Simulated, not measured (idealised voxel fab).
The process module that follows is named voxel capacitor over wiring.
The cross-section on display is named cut; it measures 175 nm wide, and its cells are 5 nm squares.
Reading order for cross-sections: top band down to bottom band. Underlying form: a grid of square cells. Band size: one or more rows of cells.
This entry defines a band. It first specifies the height of the band's top and the height of its bottom in nm, and then specifies the band's materials from left to right, stating each material with its width in nm. The word "throughout" identifies a single material that fills the band from edge to edge, while the word "empty" identifies empty space.
Zero point of the height axis is 0; under it, received wafer = one material. Lowest band: continues down indefinitely, "z 0 and below".
The two numbers in a width such as "30..40" mark its ends across the band: the first belongs to the top row of cells, the second to the bottom row, and from each row to the next the width moves by the same amount.
For the purposes of this document, the phrase "identical to before" attached to a step denotes that no cell within the cross-section was modified by that step.
"Enclosed void listing" contains a list of empty spaces, each no smaller than 8 cells and without an open way to the top, written in the form width x height at distance with the distance from the left edge and all three in nm.
Post-settings text on a step line: simulator's own remark regarding the step.
If you see "overlay nm" on a step's line and that step has a mask, it's telling you how far right of where it was planned the mask ended up; a negative number means it went left instead.

[Below is the list of planned process steps]
| 1 | RECEIVE [material Si] |
| 2 | CONFORMAL_DEP [material SiO2] [thk nm 10] |
| 3 | CONFORMAL_DEP [material SiCN] [thk nm 5] |
| 4 | DIRECTIONAL_DEP [material lowk] [thk nm 15] |
| 5 | PATTERN [tone open] [mask id METAL_1] [material resist] [width nm 20] [pitch nm 90] [thk nm 15] [overlay nm 0] |
| 6 | DIRECTIONAL_ETCH [etch materials lowk] [depth nm 15] |
| 7 | DIRECTIONAL_ETCH [etch materials SiCN] [depth nm 5] |
| 8 | STRIP [etch materials resist] |
| 9 | CONFORMAL_DEP [material TiN] [thk nm 5] |
| 10 | FILL_DEP [material Cu] [thk nm 5] |
| 11 | CMP [height nm 30] |
| 12 | EPI [material Ru] [thk nm 5] |
| 13 | FILL_DEP [material SiCN] [thk nm 5] |
| 14 | DIRECTIONAL_DEP [material lowk] [thk nm 15] |
| 15 | DIRECTIONAL_DEP [material aC] [thk nm 10] |
| 16 | PATTERN [tone open] [mask id PLUG_1] [material resist] [width nm 15] [thk nm 25] [overlay nm 0] |
| 17 | DIRECTIONAL_ETCH [etch materials aC] [depth nm 10] |
| 18 | STRIP [etch materials resist] |
| 19 | DIRECTIONAL_ETCH [etch materials lowk] [depth nm 15] |
| 20 | DIRECTIONAL_ETCH [etch materials SiCN] [depth nm 5] |
| 21 | STRIP [etch materials aC] |
| 22 | CONFORMAL_DEP [material TiN] [thk nm 5] |
| 23 | FILL_DEP [material Ru] [thk nm 5] |
| 24 | CMP [height nm 55] |
| 25 | DIRECTIONAL_DEP [material TiN] [thk nm 5] |
| 26 | DIRECTIONAL_DEP [material Al2O3] [thk nm 5] |
| 27 | DIRECTIONAL_DEP [material TiN] [thk nm 10] |
| 28 | MASKED_ETCH [tone cover] [mask id UPPER_PLATE] [width nm 75] [etch materials TiN] [depth nm 10] [overlay nm 0] |
| 29 | MASKED_ETCH [tone cover] [mask id UPPER_PLATE] [width nm 75] [etch materials Al2O3] [depth nm 5] [overlay nm 0] |
| 30 | MASKED_ETCH [tone cover] [mask id LOWER_PLATE] [width nm 85] [etch materials TiN] [depth nm 5] [overlay nm 0] |
| 31 | FILL_DEP [material SiO2] [thk nm 20] |
| 32 | CMP [height nm 90] |
| 33 | MASKED_ETCH [tone open] [mask id PLUG_2] [width nm 15] [etch materials SiO2] [depth nm 15] [overlay nm 0] |
| 34 | CONFORMAL_DEP [material TiN] [thk nm 5] |
| 35 | FILL_DEP [material W] [thk nm 10] |
| 36 | CMP [height nm 90] |
| 37 | CONFORMAL_DEP [material SiN] [thk nm 5] |

[What follows covers the first of two wafers; it ran as planned]

[as received, after step 1]
	z 0 and below: Si throughout
	Enclosed void listing: none

[Cross-sectional representation of the wafer at the conclusion of step 2]
	z 10 to 0: SiO2 throughout
	Lower than 0, everything is as it was.

[Cross-sectional representation of the wafer at the conclusion of step 3]
	z 15 to 10: SiCN throughout
	Lower than 10, everything is as it was.

[Cross-sectional representation of the wafer at the conclusion of step 4]
	z 30 to 15: lowk throughout
	Lower than 15, everything is as it was.

[Cross-sectional representation of the wafer at the conclusion of step 5]
	z 45 to 30: 30 resist; 20 empty; 70 resist; 20 empty; 35 resist
	Lower than 30, everything is as it was.

[Cross-sectional representation of the wafer at the conclusion of step 6]
	z 45 to 30: 30 resist; 20 empty; 70 resist; 20 empty; 35 resist
	z 30 to 15: 30 lowk; 20 empty; 70 lowk; 20 empty; 35 lowk
	Lower than 15, everything is as it was.

[Cross-sectional representation of the wafer at the conclusion of step 7]
	z 45 to 30: 30 resist; 20 empty; 70 resist; 20 empty; 35 resist
	z 30 to 15: 30 lowk; 20 empty; 70 lowk; 20 empty; 35 lowk
	z 15 to 10: 30 SiCN; 20 empty; 70 SiCN; 20 empty; 35 SiCN
	Lower than 10, everything is as it was.

[Cross-sectional representation of the wafer at the conclusion of step 8]
	z 30 to 15: 30 lowk; 20 empty; 70 lowk; 20 empty; 35 lowk
	Lower than 15, everything is as it was.

[Cross-sectional representation of the wafer at the conclusion of step 9]
	z 35 to 30: 35 TiN; 10 empty; 80 TiN; 10 empty; 40 TiN
	z 30 to 15: 30 lowk; 5 TiN; 10 empty; 5 TiN; 70 lowk; 5 TiN; 10 empty; 5 TiN; 35 lowk
	z 15 to 10: 30 SiCN; 20 TiN; 70 SiCN; 20 TiN; 35 SiCN
	Lower than 10, everything is as it was.

[Cross-sectional representation of the wafer at the conclusion of step 10]
	z 40 to 35: Cu throughout
	z 35 to 30: 35 TiN; 10 Cu; 80 TiN; 10 Cu; 40 TiN
	z 30 to 15: 30 lowk; 5 TiN; 10 Cu; 5 TiN; 70 lowk; 5 TiN; 10 Cu; 5 TiN; 35 lowk
	Lower than 15, everything is as it was.

[Cross-sectional representation of the wafer at the conclusion of step 11]
	z 30 to 15: 30 lowk; 5 TiN; 10 Cu; 5 TiN; 70 lowk; 5 TiN; 10 Cu; 5 TiN; 35 lowk
	Lower than 15, everything is as it was.

[Cross-sectional representation of the wafer at the conclusion of step 12]
	z 35 to 30: 25 empty; 30 Ru; 60 empty; 30 Ru; 30 empty
	Lower than 30, everything is as it was.

[Cross-sectional representation of the wafer at the conclusion of step 13]
	z 40 to 35: SiCN throughout
	z 35 to 30: 25 SiCN; 30 Ru; 60 SiCN; 30 Ru; 30 SiCN
	Lower than 30, everything is as it was.

[Cross-sectional representation of the wafer at the conclusion of step 14]
	z 55 to 40: lowk throughout
	Lower than 40, everything is as it was.

[Cross-sectional representation of the wafer at the conclusion of step 15]
	z 65 to 55: aC throughout
	Lower than 55, everything is as it was.

[Cross-sectional representation of the wafer at the conclusion of step 16]
	z 90 to 65: 35 resist; 15 empty; 125 resist
	Lower than 65, everything is as it was.

[Cross-sectional representation of the wafer at the conclusion of step 17]
	z 80 to 65: 35 resist; 15 empty; 125 resist
	z 65 to 55: 35 aC; 15 empty; 125 aC
	Lower than 55, everything is as it was.

[Cross-sectional representation of the wafer at the conclusion of step 18]
	z 65 to 55: 35 aC; 15 empty; 125 aC
	Lower than 55, everything is as it was.

[Cross-sectional representation of the wafer at the conclusion of step 19]
	z 65 to 55: 35 aC; 15 empty; 125 aC
	z 55 to 40: 35 lowk; 15 empty; 125 lowk
	Lower than 40, everything is as it was.

[Cross-sectional representation of the wafer at the conclusion of step 20]
	z 65 to 55: 35 aC; 15 empty; 125 aC
	z 55 to 40: 35 lowk; 15 empty; 125 lowk
	z 40 to 35: 35 SiCN; 15 empty; 125 SiCN
	Lower than 35, everything is as it was.

[Cross-sectional representation of the wafer at the conclusion of step 21]
	z 55 to 40: 35 lowk; 15 empty; 125 lowk
	Lower than 40, everything is as it was.

[Cross-sectional representation of the wafer at the conclusion of step 22]
	z 60 to 55: 40 TiN; 5 empty; 130 TiN
	z 55 to 40: 35 lowk; 5 TiN; 5 empty; 5 TiN; 125 lowk
	z 40 to 35: 35 SiCN; 15 TiN; 125 SiCN
	Lower than 35, everything is as it was.

[Cross-sectional representation of the wafer at the conclusion of step 23]
	z 65 to 60: Ru throughout
	z 60 to 55: 40 TiN; 5 Ru; 130 TiN
	z 55 to 40: 35 lowk; 5 TiN; 5 Ru; 5 TiN; 125 lowk
	Lower than 40, everything is as it was.

[Cross-sectional representation of the wafer at the conclusion of step 24]
	z 55 to 40: 35 lowk; 5 TiN; 5 Ru; 5 TiN; 125 lowk
	Lower than 40, everything is as it was.

[Cross-sectional representation of the wafer at the conclusion of step 25]
	z 60 to 55: TiN throughout
	Lower than 55, everything is as it was.

[Cross-sectional representation of the wafer at the conclusion of step 26]
	z 65 to 60: Al2O3 throughout
	Lower than 60, everything is as it was.

[Cross-sectional representation of the wafer at the conclusion of step 27]
	z 75 to 65: TiN throughout
	Lower than 65, everything is as it was.

[Cross-sectional representation of the wafer at the conclusion of step 28]
	z 75 to 65: 35 empty; 75 TiN; 65 empty
	Lower than 65, everything is as it was.

[Cross-sectional representation of the wafer at the conclusion of step 29]
	z 75 to 65: 35 empty; 75 TiN; 65 empty
	z 65 to 60: 35 empty; 75 Al2O3; 65 empty
	Lower than 60, everything is as it was.

[Cross-sectional representation of the wafer at the conclusion of step 30]
	z 75 to 65: 35 empty; 75 TiN; 65 empty
	z 65 to 60: 35 empty; 75 Al2O3; 65 empty
	z 60 to 55: 30 empty; 85 TiN; 60 empty
	Lower than 55, everything is as it was.

[Cross-sectional representation of the wafer at the conclusion of step 31]
	z 95 to 75: SiO2 throughout
	z 75 to 65: 35 SiO2; 75 TiN; 65 SiO2
	z 65 to 60: 35 SiO2; 75 Al2O3; 65 SiO2
	z 60 to 55: 30 SiO2; 85 TiN; 60 SiO2
	Lower than 55, everything is as it was.

[Cross-sectional representation of the wafer at the conclusion of step 32]
	z 90 to 75: SiO2 throughout
	Lower than 75, everything is as it was.

[Cross-sectional representation of the wafer at the conclusion of step 33]
	z 90 to 75: 45 SiO2; 15 empty; 115 SiO2
	Lower than 75, everything is as it was.

[Cross-sectional representation of the wafer at the conclusion of step 34]
	z 95 to 90: 50 TiN; 5 empty; 120 TiN
	z 90 to 80: 45 SiO2; 5 TiN; 5 empty; 5 TiN; 115 SiO2
	z 80 to 75: 45 SiO2; 15 TiN; 115 SiO2
	Lower than 75, everything is as it was.

[Cross-sectional representation of the wafer at the conclusion of step 35]
	z 105 to 95: W throughout
	z 95 to 90: 50 TiN; 5 W; 120 TiN
	z 90 to 80: 45 SiO2; 5 TiN; 5 W; 5 TiN; 115 SiO2
	Lower than 80, everything is as it was.

[Cross-sectional representation of the wafer at the conclusion of step 36]
	z 90 to 80: 45 SiO2; 5 TiN; 5 W; 5 TiN; 115 SiO2
	Lower than 80, everything is as it was.

[Cross-sectional representation of the wafer at the conclusion of step 37]
	z 95 to 90: SiN throughout
	Lower than 90, everything is as it was.

[What follows concerns the second wafer, which started out like the first and was meant to follow the very same plan; one mistake crept in when it was run, but everything up to and including step 35 is the same as for the first wafer]

Look at the second wafer in cross-section at the time step 36 ought to have finished: identical to before

[Look at the second wafer in cross-section at the time step 37 ought to have finished]
	z 110 to 105: SiN throughout
	Lower than 105, everything is as it was.
What was the processing mistake? with respect to the plan, step 36 was omitted and not executed
Cell-count delta at end, second wafer over first, by material: 34 more of TiN; 71 more of W
